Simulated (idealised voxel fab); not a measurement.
The process module that follows is named voxel wiring stack.
We display cut, a cross-section 170 nm in width whose square cells are each 5 nm.
Cross-section = grid of square cells, listed top down in bands; band = one or more rows.
Read a band's entry like this: the first values are the height of its top and the height of its bottom in nm, and what follows is the sequence of materials from left to right, each with its width in nm. Note that "empty" is empty space, and that a single material marked "everywhere" reaches across the band from edge to edge.
Below 0: as-received wafer, all one material; heights counted from there. Lowest band: no bottom, goes on down, written "top 0, no bottom".
Width spec "30->40" -> top row of cells at first value, bottom row at second value, equal per-row change in between.
Any step labelled "no modifications" changed none of the cells in the cross-section.
"Closed void listing" specifies each empty space that is not open to the top and that occupies no fewer than 8 cells, using the form width x height at distance, the distance measured from the left edge and all three quantities in nm.
On a step's line, text after the settings is the simulator commenting on that step.
overlay nm: right-of-plan distance of the mask on a masked step; negative values mean left-of-plan.

This section lists the process steps that were planned:
- 1: RECEIVE | material Si
- 2: CONFORMAL_DEP | material SiO2 | thk nm 10
- 3: DIRECTIONAL_DEP | material TiN | thk nm 5
- 4: DIRECTIONAL_DEP | material W | thk nm 20
- 5: PATTERN | tone cover | mask id METAL_1 | material resist | width nm 20 | pitch nm 35 | thk nm 15 | overlay nm 0
- 6: DIRECTIONAL_ETCH | etch materials W | depth nm 20
- 7: DIRECTIONAL_ETCH | etch materials TiN | depth nm 5
- 8: STRIP | etch materials resist
- 9: CONFORMAL_DEP | material SiN | thk nm 5
- 10: FILL_DEP | material lowk | thk nm 10
- 11: CMP | height nm 35
- 12: CONFORMAL_DEP | material SiCN | thk nm 5
- 13: DIRECTIONAL_DEP | material SiO2 | thk nm 10
- 14: DIRECTIONAL_DEP | material aC | thk nm 10
- 15: PATTERN | tone open | mask id PLUG_1 | material resist | width nm 15 | pitch nm 35 | thk nm 25 | overlay nm 0
- 16: DIRECTIONAL_ETCH | etch materials aC | depth nm 10
- 17: STRIP | etch materials resist
- 18: DIRECTIONAL_ETCH | etch materials SiO2 | depth nm 10
- 19: DIRECTIONAL_ETCH | etch materials SiCN | depth nm 5
- 20: STRIP | etch materials aC
- 21: CONFORMAL_DEP | material TiN | thk nm 5
- 22: FILL_DEP | material Ru | thk nm 5
- 23: CMP | height nm 50
- 24: DIRECTIONAL_DEP | material TiN | thk nm 5
- 25: DIRECTIONAL_DEP | material Ru | thk nm 15
- 26: MASKED_ETCH | tone cover | mask id METAL_2 | width nm 20 | pitch nm 35 | etch materials Ru | depth nm 15 | overlay nm 0
- 27: MASKED_ETCH | tone cover | mask id METAL_2 | width nm 20 | pitch nm 35 | etch materials TiN | depth nm 5 | overlay nm 0
- 28: FILL_DEP | material SiO2 | thk nm 5
- 29: CMP | height nm 70
- 30: CONFORMAL_DEP | material SiCN | thk nm 5
- 31: DIRECTIONAL_DEP | material SiO2 | thk nm 20
- 32: DIRECTIONAL_DEP | material aC | thk nm 15
- 33: PATTERN | tone open | mask id PLUG_2 | material resist | width nm 15 | pitch nm 35 | thk nm 35 | overlay nm 0
- 34: DIRECTIONAL_ETCH | etch materials aC | depth nm 15
- 35: STRIP | etch materials resist
- 36: DIRECTIONAL_ETCH | etch materials SiO2 | depth nm 20
- 37: DIRECTIONAL_ETCH | etch materials SiCN | depth nm 5
- 38: STRIP | etch materials aC
- 39: CONFORMAL_DEP | material TiN | thk nm 5
- 40: FILL_DEP | material Ru | thk nm 5
- 41: CMP | height nm 95
- 42: DIRECTIONAL_DEP | material TiN | thk nm 5
- 43: DIRECTIONAL_DEP | material W | thk nm 15
- 44: MASKED_ETCH | tone cover | mask id METAL_3 | width nm 20 | pitch nm 35 | etch materials W | depth nm 15 | overlay nm 0
- 45: MASKED_ETCH | tone cover | mask id METAL_3 | width nm 20 | pitch nm 35 | etch materials TiN | depth nm 5 | overlay nm 0
- 46: FILL_DEP | material SiO2 | thk nm 10
- 47: CMP | height nm 115
- 48: CONFORMAL_DEP | material SiN | thk nm 5

Cross-section: wafer on arrival = after step 1:
- top 0, no bottom: Si everywhere
- Closed void listing: none

Cross-section taken at module completion on the first of two wafers; processed per the plan:
- top 120, bottom 115: SiN everywhere
- top 115, bottom 100: 55 nm SiO2  20 nm W  15 nm SiO2  20 nm W  60 nm SiO2
- top 100, bottom 95: 55 nm SiO2  20 nm TiN  15 nm SiO2  20 nm TiN  60 nm SiO2
- top 95, bottom 75: 55 nm SiO2  5 nm TiN  5 nm Ru  5 nm TiN  20 nm SiO2  5 nm TiN  5 nm Ru  5 nm TiN  65 nm SiO2
- top 75, bottom 70: 55 nm SiCN  15 nm TiN  20 nm SiCN  15 nm TiN  65 nm SiCN
- top 70, bottom 55: 55 nm SiO2  20 nm Ru  15 nm SiO2  20 nm Ru  60 nm SiO2
- top 55, bottom 50: 55 nm SiO2  20 nm TiN  15 nm SiO2  20 nm TiN  60 nm SiO2
- top 50, bottom 40: 55 nm SiO2  5 nm TiN  5 nm Ru  5 nm TiN  20 nm SiO2  5 nm TiN  5 nm Ru  5 nm TiN  65 nm SiO2
- top 40, bottom 35: 55 nm SiCN  15 nm TiN  20 nm SiCN  15 nm TiN  65 nm SiCN
- top 35, bottom 15: 50 nm lowk  5 nm SiN  20 nm W  5 nm SiN  5 nm lowk  5 nm SiN  20 nm W  5 nm SiN  55 nm lowk
- top 15, bottom 10: 55 nm SiN  20 nm TiN  15 nm SiN  20 nm TiN  60 nm SiN
- top 10, bottom 0: SiO2 everywhere
- top 0, no bottom: Si everywhere
- Closed void listing: none

Here is the second of the two wafers cut open at the end of the module - same start, same plan as the first one, but we made one mistake running it:
- top 120, bottom 115: SiN everywhere
- top 115, bottom 100: 55 nm SiO2  20 nm W  15 nm SiO2  20 nm W  60 nm SiO2
- top 100, bottom 95: 55 nm SiO2  20 nm TiN  15 nm SiO2  20 nm TiN  60 nm SiO2
- top 95, bottom 90: Ru everywhere
- top 90, bottom 85: 60 nm TiN  5 nm Ru  30 nm TiN  5 nm Ru  70 nm TiN
- top 85, bottom 65: 55 nm SiO2  5 nm TiN  5 nm Ru  5 nm TiN  20 nm SiO2  5 nm TiN  5 nm Ru  5 nm TiN  65 nm SiO2
- top 65, bottom 60: 55 nm SiCN  15 nm TiN  20 nm SiCN  15 nm TiN  65 nm SiCN
- top 60, bottom 55: 55 nm SiO2  20 nm Ru  15 nm SiO2  20 nm Ru  60 nm SiO2
- top 55, bottom 50: 55 nm SiO2  20 nm TiN  15 nm SiO2  20 nm TiN  60 nm SiO2
- top 50, bottom 40: 55 nm SiO2  5 nm TiN  5 nm Ru  5 nm TiN  20 nm SiO2  5 nm TiN  5 nm Ru  5 nm TiN  65 nm SiO2
- top 40, bottom 35: 55 nm SiCN  15 nm TiN  20 nm SiCN  15 nm TiN  65 nm SiCN
- top 35, bottom 15: 50 nm lowk  5 nm SiN  20 nm W  5 nm SiN  5 nm lowk  5 nm SiN  20 nm W  5 nm SiN  55 nm lowk
- top 15, bottom 10: 55 nm SiN  20 nm TiN  15 nm SiN  20 nm TiN  60 nm SiN
- top 10, bottom 0: SiO2 everywhere
- top 0, no bottom: Si everywhere
- Closed void listing: none
What went wrong in running the wafer? note that step 29 departed from the planned setting and was carried out as CMP | height nm 60
Bottom line after processing is that, in cells, the second wafer is up or down on some materials versus the first: +20 Ru | -52 SiO2 | +32 TiN
